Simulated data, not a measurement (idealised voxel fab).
Presented below is a process module, voxel capacitor over wiring.
Each square cell in cross-section cut measures 5 nm, and the section as a whole is 225 nm wide.
A cross-section is written here as square cells arranged in a grid, and it is given in bands from the top down, each band taking up one or more rows of cells.
What a band's entry tells you: where the top is and where the bottom is, as heights in nm, and after that what lies inside, material by material from left to right, each with its width in nm. Empty space is written as the word "air", and a single material marked with the word "throughout" occupies the band from edge to edge.
The reference from which all heights are counted is 0, the level beneath which the as-received wafer is entirely one material; the lowest band, having no lower bound, proceeds downward and is written after the example "0..down".
A two-number width, for instance "30 to 40", indicates that the width is equal to the first number in the top row of the band and to the second number in the bottom row, and that it changes by a constant amount per row of cells.
"stayed the same" after a step means that no cell of the cross-section changed.
Enclosed voids (no open way to top), threshold 8 cells or more, entry "Tabulated closed voids", notation width x height at distance, distance from left edge, nm.
Post-settings text on a step line: simulator's own remark regarding the step.
"overlay nm" denotes, for a step that has a mask, the displacement of the mask to the right of its planned place, with negative values corresponding to the left.
-- Planned process steps
step 1: op RECEIVE | material Si
step 2: op CONFORMAL_DEP | material SiO2 | thk nm 10
step 3: op DIRECTIONAL_DEP | material TiN | thk nm 5
step 4: op DIRECTIONAL_DEP | material Ru | thk nm 20
step 5: op PATTERN | tone cover | mask id METAL_1 | material resist | width nm 20 | pitch nm 80 | thk nm 15 | overlay nm 0
step 6: op DIRECTIONAL_ETCH | etch materials Ru | depth nm 20
step 7: op DIRECTIONAL_ETCH | etch materials TiN | depth nm 5
step 8: op STRIP | etch materials resist
step 9: op FILL_DEP | material lowk | thk nm 10
step 10: op CMP | height nm 35
step 11: op CONFORMAL_DEP | material SiCN | thk nm 5
step 12: op DIRECTIONAL_DEP | material lowk | thk nm 20
step 13: op DIRECTIONAL_DEP | material aC | thk nm 15
step 14: op PATTERN | tone open | mask id PLUG_1 | material resist | width nm 15 | thk nm 35 | overlay nm 0
step 15: op DIRECTIONAL_ETCH | etch materials aC | depth nm 15
step 16: op STRIP | etch materials resist
step 17: op DIRECTIONAL_ETCH | etch materials lowk | depth nm 20
step 18: op DIRECTIONAL_ETCH | etch materials SiCN | depth nm 5
step 19: op STRIP | etch materials aC
step 20: op CONFORMAL_DEP | material TiN | thk nm 5
step 21: op FILL_DEP | material W | thk nm 10
step 22: op CMP | height nm 60
step 23: op DIRECTIONAL_DEP | material TiN | thk nm 5
step 24: op DIRECTIONAL_DEP | material Al2O3 | thk nm 5
step 25: op DIRECTIONAL_DEP | material TiN | thk nm 5
step 26: op MASKED_ETCH | tone cover | mask id UPPER_PLATE | width nm 65 | etch materials TiN | depth nm 5 | overlay nm 0
step 27: op MASKED_ETCH | tone cover | mask id UPPER_PLATE | width nm 65 | etch materials Al2O3 | depth nm 5 | overlay nm 0
step 28: op DIRECTIONAL_DEP | material aC | thk nm 15
step 29: op PATTERN | tone cover | mask id LOWER_PLATE | material resist | width nm 75 | thk nm 30 | overlay nm 0
step 30: op DIRECTIONAL_ETCH | etch materials aC | depth nm 15
step 31: op STRIP | etch materials resist
step 32: op DIRECTIONAL_ETCH | etch materials TiN | depth nm 5
step 33: op STRIP | etch materials aC
step 34: op FILL_DEP | material SiO2 | thk nm 20
step 35: op CMP | height nm 90
step 36: op DIRECTIONAL_DEP | material aC | thk nm 10
step 37: op PATTERN | tone open | mask id PLUG_2 | material resist | width nm 15 | thk nm 30 | overlay nm 0
step 38: op DIRECTIONAL_ETCH | etch materials aC | depth nm 10
step 39: op STRIP | etch materials resist
step 40: op DIRECTIONAL_ETCH | etch materials SiO2 | depth nm 15
step 41: op STRIP | etch materials aC
step 42: op CONFORMAL_DEP | material TiN | thk nm 5
step 43: op FILL_DEP | material Cu | thk nm 5
step 44: op CMP | height nm 90
step 45: op CONFORMAL_DEP | material SiCN | thk nm 5
-- First wafer out of two, processed as planned
-- Cross-section, incoming material, after step 1
0..down  Si throughout
Tabulated closed voids: none
-- After step 2, in cross-section
10..0  SiO2 throughout
Everything under 0 stays put, no change at all.
-- After step 3, in cross-section
15..10  TiN throughout
Everything under 10 stays put, no change at all.
-- After step 4, in cross-section
35..15  Ru throughout
Everything under 15 stays put, no change at all.
-- After step 5, in cross-section
50..35  60 air, then 20 resist, then 60 air, then 20 resist, then 65 air
Everything under 35 stays put, no change at all.
-- After step 6, in cross-section
50..35  60 air, then 20 resist, then 60 air, then 20 resist, then 65 air
35..15  60 air, then 20 Ru, then 60 air, then 20 Ru, then 65 air
Everything under 15 stays put, no change at all.
-- After step 7, in cross-section
50..35  60 air, then 20 resist, then 60 air, then 20 resist, then 65 air
35..15  60 air, then 20 Ru, then 60 air, then 20 Ru, then 65 air
15..10  60 air, then 20 TiN, then 60 air, then 20 TiN, then 65 air
Everything under 10 stays put, no change at all.
-- After step 8, in cross-section
35..15  60 air, then 20 Ru, then 60 air, then 20 Ru, then 65 air
Everything under 15 stays put, no change at all.
-- After step 9, in cross-section
45..35  lowk throughout
35..15  60 lowk, then 20 Ru, then 60 lowk, then 20 Ru, then 65 lowk
15..10  60 lowk, then 20 TiN, then 60 lowk, then 20 TiN, then 65 lowk
Everything under 10 stays put, no change at all.
-- After step 10, in cross-section
35..15  60 lowk, then 20 Ru, then 60 lowk, then 20 Ru, then 65 lowk
Everything under 15 stays put, no change at all.
-- After step 11, in cross-section
40..35  SiCN throughout
Everything under 35 stays put, no change at all.
-- After step 12, in cross-section
60..40  lowk throughout
Everything under 40 stays put, no change at all.
-- After step 13, in cross-section
75..60  aC throughout
Everything under 60 stays put, no change at all.
-- After step 14, in cross-section
110..75  65 resist, then 15 air, then 145 resist
Everything under 75 stays put, no change at all.
-- After step 15, in cross-section
95..75  65 resist, then 15 air, then 145 resist
75..60  65 aC, then 15 air, then 145 aC
Everything under 60 stays put, no change at all.
-- After step 16, in cross-section
75..60  65 aC, then 15 air, then 145 aC
Everything under 60 stays put, no change at all.
-- After step 17, in cross-section
75..60  65 aC, then 15 air, then 145 aC
60..40  65 lowk, then 15 air, then 145 lowk
Everything under 40 stays put, no change at all.
-- After step 18, in cross-section
75..60  65 aC, then 15 air, then 145 aC
60..40  65 lowk, then 15 air, then 145 lowk
40..35  65 SiCN, then 15 air, then 145 SiCN
Everything under 35 stays put, no change at all.
-- After step 19, in cross-section
60..40  65 lowk, then 15 air, then 145 lowk
Everything under 40 stays put, no change at all.
-- After step 20, in cross-section
65..60  70 TiN, then 5 air, then 150 TiN
60..40  65 lowk, then 5 TiN, then 5 air, then 5 TiN, then 145 lowk
40..35  65 SiCN, then 15 TiN, then 145 SiCN
Everything under 35 stays put, no change at all.
-- After step 21, in cross-section
75..65  W throughout
65..60  70 TiN, then 5 W, then 150 TiN
60..40  65 lowk, then 5 TiN, then 5 W, then 5 TiN, then 145 lowk
Everything under 40 stays put, no change at all.
-- After step 22, in cross-section
60..40  65 lowk, then 5 TiN, then 5 W, then 5 TiN, then 145 lowk
Everything under 40 stays put, no change at all.
-- After step 23, in cross-section
65..60  TiN throughout
Everything under 60 stays put, no change at all.
-- After step 24, in cross-section
70..65  Al2O3 throughout
Everything under 65 stays put, no change at all.
-- After step 25, in cross-section
75..70  TiN throughout
Everything under 70 stays put, no change at all.
-- After step 26, in cross-section
75..70  65 air, then 65 TiN, then 95 air
Everything under 70 stays put, no change at all.
-- After step 27, in cross-section
75..70  65 air, then 65 TiN, then 95 air
70..65  65 air, then 65 Al2O3, then 95 air
Everything under 65 stays put, no change at all.
-- After step 28, in cross-section
90..80  65 air, then 65 aC, then 95 air
80..75  aC throughout
75..70  65 aC, then 65 TiN, then 95 aC
70..65  65 aC, then 65 Al2O3, then 95 aC
Everything under 65 stays put, no change at all.
-- After step 29, in cross-section
120..90  60 air, then 75 resist, then 90 air
90..80  60 air, then 5 resist, then 65 aC, then 5 resist, then 90 air
Everything under 80 stays put, no change at all.
-- After step 30, in cross-section
105..90  60 air, then 75 resist, then 90 air
90..80  60 air, then 5 resist, then 65 aC, then 5 resist, then 90 air
80..75  60 air, then 75 aC, then 90 air
75..70  60 air, then 5 aC, then 65 TiN, then 5 aC, then 90 air
70..65  60 air, then 5 aC, then 65 Al2O3, then 5 aC, then 90 air
Everything under 65 stays put, no change at all.
-- After step 31, in cross-section
90..80  65 air, then 65 aC, then 95 air
Everything under 80 stays put, no change at all.
-- After step 32, in cross-section
90..80  65 air, then 65 aC, then 95 air
80..75  60 air, then 75 aC, then 90 air
75..70  60 air, then 5 aC, then 65 TiN, then 5 aC, then 90 air
70..65  60 air, then 5 aC, then 65 Al2O3, then 5 aC, then 90 air
65..60  60 air, then 75 TiN, then 90 air
Everything under 60 stays put, no change at all.
-- After step 33, in cross-section
75..70  65 air, then 65 TiN, then 95 air
70..65  65 air, then 65 Al2O3, then 95 air
Everything under 65 stays put, no change at all.
-- After step 34, in cross-section
95..75  SiO2 throughout
75..70  65 SiO2, then 65 TiN, then 95 SiO2
70..65  65 SiO2, then 65 Al2O3, then 95 SiO2
65..60  60 SiO2, then 75 TiN, then 90 SiO2
Everything under 60 stays put, no change at all.
-- After step 35, in cross-section
90..75  SiO2 throughout
Everything under 75 stays put, no change at all.
-- After step 36, in cross-section
100..90  aC throughout
Everything under 90 stays put, no change at all.
-- After step 37, in cross-section
130..100  75 resist, then 15 air, then 135 resist
Everything under 100 stays put, no change at all.
-- After step 38, in cross-section
120..100  75 resist, then 15 air, then 135 resist
100..90  75 aC, then 15 air, then 135 aC
Everything under 90 stays put, no change at all.
-- After step 39, in cross-section
100..90  75 aC, then 15 air, then 135 aC
Everything under 90 stays put, no change at all.
-- After step 40, in cross-section
100..90  75 aC, then 15 air, then 135 aC
90..75  75 SiO2, then 15 air, then 135 SiO2
Everything under 75 stays put, no change at all.
-- After step 41, in cross-section
90..75  75 SiO2, then 15 air, then 135 SiO2
Everything under 75 stays put, no change at all.
-- After step 42, in cross-section
95..90  80 TiN, then 5 air, then 140 TiN
90..80  75 SiO2, then 5 TiN, then 5 air, then 5 TiN, then 135 SiO2
80..70  75 to 65 SiO2, then 15 to 65 TiN, then 135 to 95 SiO2
Everything under 70 stays put, no change at all.
-- After step 43, in cross-section
100..95  Cu throughout
95..90  80 TiN, then 5 Cu, then 140 TiN
90..80  75 SiO2, then 5 TiN, then 5 Cu, then 5 TiN, then 135 SiO2
Everything under 80 stays put, no change at all.
-- After step 44, in cross-section
90..80  75 SiO2, then 5 TiN, then 5 Cu, then 5 TiN, then 135 SiO2
Everything under 80 stays put, no change at all.
-- After step 45, in cross-section
95..90  SiCN throughout
Everything under 90 stays put, no change at all.
-- second wafer: like start, like plan, one mistake. Through step 18 it matches the first wafer
-- Second wafer shown in cross-section at the time step 19 was slated to end
60..40  65 lowk, then 15 air, then 145 lowk
Everything under 40 stays put, no change at all.
-- Second wafer shown in cross-section at the time step 20 was slated to end
65..60  70 TiN, then 5 air, then 150 TiN
60..40  65 lowk, then 5 TiN, then 5 air, then 5 TiN, then 145 lowk
40..35  65 SiCN, then 15 TiN, then 145 SiCN
Everything under 35 stays put, no change at all.
-- Second wafer shown in cross-section at the time step 21 was slated to end
75..65  W throughout
65..60  70 TiN, then 5 W, then 150 TiN
60..40  65 lowk, then 5 TiN, then 5 W, then 5 TiN, then 145 lowk
Everything under 40 stays put, no change at all.
-- Second wafer shown in cross-section at the time step 22 was slated to end
60..40  65 lowk, then 5 TiN, then 5 W, then 5 TiN, then 145 lowk
Everything under 40 stays put, no change at all.
-- Second wafer shown in cross-section at the time step 23 was slated to end
65..60  TiN throughout
Everything under 60 stays put, no change at all.
-- Second wafer shown in cross-section at the time step 24 was slated to end
70..65  Al2O3 throughout
Everything under 65 stays put, no change at all.
-- Second wafer shown in cross-section at the time step 25 was slated to end
75..70  TiN throughout
Everything under 70 stays put, no change at all.
-- Second wafer shown in cross-section at the time step 26 was slated to end
75..70  65 air, then 65 TiN, then 95 air
Everything under 70 stays put, no change at all.
-- Second wafer shown in cross-section at the time step 27 was slated to end
75..70  65 air, then 65 TiN, then 95 air
70..65  65 air, then 65 Al2O3, then 95 air
Everything under 65 stays put, no change at all.
-- Second wafer shown in cross-section at the time step 28 was slated to end
90..80  65 air, then 65 aC, then 95 air
80..75  aC throughout
75..70  65 aC, then 65 TiN, then 95 aC
70..65  65 aC, then 65 Al2O3, then 95 aC
Everything under 65 stays put, no change at all.
-- Second wafer shown in cross-section at the time step 29 was slated to end
120..90  60 air, then 75 resist, then 90 air
90..80  60 air, then 5 resist, then 65 aC, then 5 resist, then 90 air
Everything under 80 stays put, no change at all.
-- Second wafer shown in cross-section at the time step 30 was slated to end
105..90  60 air, then 75 resist, then 90 air
90..80  60 air, then 5 resist, then 65 aC, then 5 resist, then 90 air
80..75  60 air, then 75 aC, then 90 air
75..70  60 air, then 5 aC, then 65 TiN, then 5 aC, then 90 air
70..65  60 air, then 5 aC, then 65 Al2O3, then 5 aC, then 90 air
Everything under 65 stays put, no change at all.
-- Second wafer shown in cross-section at the time step 31 was slated to end
90..80  65 air, then 65 aC, then 95 air
Everything under 80 stays put, no change at all.
-- Second wafer shown in cross-section at the time step 32 was slated to end
90..80  65 air, then 65 aC, then 95 air
80..75  60 air, then 75 aC, then 90 air
75..70  60 air, then 5 aC, then 65 TiN, then 5 aC, then 90 air
70..65  60 air, then 5 aC, then 65 Al2O3, then 5 aC, then 90 air
65..60  60 air, then 75 TiN, then 90 air
Everything under 60 stays put, no change at all.
-- Second wafer shown in cross-section at the time step 33 was slated to end
75..70  65 air, then 65 TiN, then 95 air
70..65  65 air, then 65 Al2O3, then 95 air
Everything under 65 stays put, no change at all.
-- Second wafer shown in cross-section at the time step 34 was slated to end
95..75  SiO2 throughout
75..70  65 SiO2, then 65 TiN, then 95 SiO2
70..65  65 SiO2, then 65 Al2O3, then 95 SiO2
65..60  60 SiO2, then 75 TiN, then 90 SiO2
Everything under 60 stays put, no change at all.
-- Second wafer shown in cross-section at the time step 35 was slated to end
90..75  SiO2 throughout
Everything under 75 stays put, no change at all.
-- Second wafer shown in cross-section at the time step 36 was slated to end
100..90  aC throughout
Everything under 90 stays put, no change at all.
-- Second wafer shown in cross-section at the time step 37 was slated to end
130..100  75 resist, then 15 air, then 135 resist
Everything under 100 stays put, no change at all.
-- Second wafer shown in cross-section at the time step 38 was slated to end
120..100  75 resist, then 15 air, then 135 resist
100..90  75 aC, then 15 air, then 135 aC
Everything under 90 stays put, no change at all.
-- Second wafer shown in cross-section at the time step 39 was slated to end
100..90  75 aC, then 15 air, then 135 aC
Everything under 90 stays put, no change at all.
-- Second wafer shown in cross-section at the time step 40 was slated to end
100..90  75 aC, then 15 air, then 135 aC
90..75  75 SiO2, then 15 air, then 135 SiO2
Everything under 75 stays put, no change at all.
-- Second wafer shown in cross-section at the time step 41 was slated to end
90..75  75 SiO2, then 15 air, then 135 SiO2
Everything under 75 stays put, no change at all.
-- Second wafer shown in cross-section at the time step 42 was slated to end
95..90  80 TiN, then 5 air, then 140 TiN
90..80  75 SiO2, then 5 TiN, then 5 air, then 5 TiN, then 135 SiO2
80..70  75 to 65 SiO2, then 15 to 65 TiN, then 135 to 95 SiO2
Everything under 70 stays put, no change at all.
-- Second wafer shown in cross-section at the time step 43 was slated to end
100..95  Cu throughout
95..90  80 TiN, then 5 Cu, then 140 TiN
90..80  75 SiO2, then 5 TiN, then 5 Cu, then 5 TiN, then 135 SiO2
Everything under 80 stays put, no change at all.
-- Second wafer shown in cross-section at the time step 44 was slated to end
90..80  75 SiO2, then 5 TiN, then 5 Cu, then 5 TiN, then 135 SiO2
Everything under 80 stays put, no change at all.
-- Second wafer shown in cross-section at the time step 45 was slated to end
95..90  SiCN throughout
Everything under 90 stays put, no change at all.
What went wrong in running the wafer? plan step 19 was conducted twice
It should be noted that the final cross-sections of the two wafers coincide, and the mistake therefore has no effect on the output of this model.
